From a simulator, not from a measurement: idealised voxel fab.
process module | voxel gate over fins
cross-section cut | 290 nm wide | cells 5 nm
A cross-section is a grid of square cells, given in bands from the top down. A band is one or more rows of cells.
Each band's line starts with the height of the band's top and of its bottom, in nm. Then come its materials from left to right, each with its width in nm. One material with "throughout" fills the band from edge to edge. "air" is empty space.
Height 0 is the level under which the wafer as received is all one material. The lowest band goes on downwards, as in "0 down".
A width such as "30 to 40" changes by the same amount from each row of cells to the next, from the band's top row to its bottom row.
"no change" after a step means that no cell of the cross-section changed.
closed voids: empty space of 8 cells or more with no open way to the top, each as width x height at its distance from the left edge, in nm
after a step's settings: what the simulator itself notes on the step
overlay nm, on a step with a mask: how far to the right of its planned place the mask lay; to the left if negative
plan
1 op RECEIVE | material Si
2 op CONFORMAL_DEP | material SiN | thk nm 5
3 op MASKED_ETCH | tone cover | mask id FINS | width nm 15 | pitch nm 35 | etch materials SiN | depth nm 5 | overlay nm 0
4 op MASKED_ETCH | tone cover | mask id FINS | width nm 15 | pitch nm 35 | etch materials Si | depth nm 35 | overlay nm 0
5 op FILL_DEP | material SiO2 | thk nm 10
6 op CMP | height nm 5
7 op SELECTIVE_ETCH | etch materials SiO2 | depth nm 20
8 op STRIP | etch materials SiN
9 op CONFORMAL_DEP | material HfO2 | thk nm 5
10 op CONFORMAL_DEP | material TiN | thk nm 5
11 op FILL_DEP | material W | thk nm 10
12 op CMP | height nm 15
13 op CONFORMAL_DEP | material SiN | thk nm 5
as received, after step 1
  0 down: Si throughout
  closed voids: none
a wafer at the end: this start, this plan, one mistake
  20 to 15: SiN throughout
  15 to 10: W throughout
  10 to 5: W 90 | TiN 105 | W 95
  5 to 0: W 90 | TiN 5 | HfO2 25 | TiN 10 | HfO2 25 | TiN 10 | HfO2 25 | TiN 5 | W 95
  0 to -5: W 90 | TiN 5 | HfO2 5 | Si 15 | HfO2 5 | TiN 10 | HfO2 5 | Si 15 | HfO2 5 | TiN 10 | HfO2 5 | Si 15 | HfO2 5 | TiN 5 | W 95
  -5 to -10: TiN 95 | HfO2 5 | Si 15 | HfO2 5 | TiN 10 | HfO2 5 | Si 15 | HfO2 5 | TiN 10 | HfO2 5 | Si 15 | HfO2 5 | TiN 100
  -10 to -15: HfO2 100 | Si 15 | HfO2 20 | Si 15 | HfO2 20 | Si 15 | HfO2 105
  -15 to -70: SiO2 100 | Si 15 | SiO2 20 | Si 15 | SiO2 20 | Si 15 | SiO2 105
  -70 down: Si throughout
  closed voids: none
what went wrong: step 4 was run twice
